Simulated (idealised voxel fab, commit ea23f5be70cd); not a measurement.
process module | voxel lift off
cross-section cut | 250 nm wide | cells 5 nm
A cross-section is a grid of square cells, given in bands from the top down. A band is one or more rows of cells.
Each band's line starts with the height of the band's top and of its bottom, in nm. Then come its materials from left to right, each with its width in nm. One material with "throughout" fills the band from edge to edge. "air" is empty space.
Height 0 is the level under which the wafer as received is all one material. The lowest band goes on downwards, as in "0 down".
A width such as "30 to 40" changes by the same amount from each row of cells to the next, from the band's top row to its bottom row.
"no change" after a step means that no cell of the cross-section changed.
closed voids: empty space of 8 cells or more with no open way to the top, each as width x height at its distance from the left edge, in nm
after a step's settings: what the simulator itself notes on the step
overlay nm, on a step with a mask: how far to the right of its planned place the mask lay; to the left if negative
plan
1 op RECEIVE | material Si
2 op CONFORMAL_DEP | material SiO2 | thk nm 15
3 op PATTERN | tone open | mask id LINES | material resist | width nm 15 | pitch nm 30 | thk nm 25 | overlay nm 0
4 op DIRECTIONAL_DEP | material Ru | thk nm 15
5 op STRIP | etch materials resist
6 op CONFORMAL_DEP | material SiCN | thk nm 5
first wafer, as planned
as received, after step 1
  0 down: Si throughout
  closed voids: none
after step 2
  15 to 0: SiO2 throughout
  below 0: unchanged
after step 3
  40 to 15: resist 85 | air 15 | resist 15 | air 15 | resist 15 | air 15 | resist 90
  below 15: unchanged
after step 4
  55 to 40: Ru 85 | air 15 | Ru 15 | air 15 | Ru 15 | air 15 | Ru 90
  40 to 30: resist 85 | air 15 | resist 15 | air 15 | resist 15 | air 15 | resist 90
  30 to 15: resist 85 | Ru 15 | resist 15 | Ru 15 | resist 15 | Ru 15 | resist 90
  below 15: unchanged
after step 5
  30 to 15: air 85 | Ru 15 | air 15 | Ru 15 | air 15 | Ru 15 | air 90
  below 15: unchanged
after step 6
  35 to 30: air 80 | SiCN 25 | air 5 | SiCN 25 | air 5 | SiCN 25 | air 85
  30 to 20: air 80 | SiCN 5 | Ru 15 | SiCN 5 | air 5 | SiCN 5 | Ru 15 | SiCN 5 | air 5 | SiCN 5 | Ru 15 | SiCN 5 | air 85
  20 to 15: SiCN 85 | Ru 15 | SiCN 15 | Ru 15 | SiCN 15 | Ru 15 | SiCN 90
  below 15: unchanged
second wafer: like start, like plan, one mistake. Through step 2 it matches the first wafer
when step 3 should have ended
  40 to 15: resist 80 | air 15 | resist 15 | air 15 | resist 15 | air 15 | resist 95
  below 15: unchanged
when step 4 should have ended
  55 to 40: Ru 80 | air 15 | Ru 15 | air 15 | Ru 15 | air 15 | Ru 95
  40 to 30: resist 80 | air 15 | resist 15 | air 15 | resist 15 | air 15 | resist 95
  30 to 15: resist 80 | Ru 15 | resist 15 | Ru 15 | resist 15 | Ru 15 | resist 95
  below 15: unchanged
when step 5 should have ended
  30 to 15: air 80 | Ru 15 | air 15 | Ru 15 | air 15 | Ru 15 | air 95
  below 15: unchanged
when step 6 should have ended
  35 to 30: air 75 | SiCN 25 | air 5 | SiCN 25 | air 5 | SiCN 25 | air 90
  30 to 20: air 75 | SiCN 5 | Ru 15 | SiCN 5 | air 5 | SiCN 5 | Ru 15 | SiCN 5 | air 5 | SiCN 5 | Ru 15 | SiCN 5 | air 90
  20 to 15: SiCN 80 | Ru 15 | SiCN 15 | Ru 15 | SiCN 15 | Ru 15 | SiCN 95
  below 15: unchanged
what went wrong: step 3 ran as: op PATTERN | tone open | mask id LINES | material resist | width nm 15 | pitch nm 30 | thk nm 25 | overlay nm -5
at the end the second wafer has, in cells: as many of each material as the first, in other places
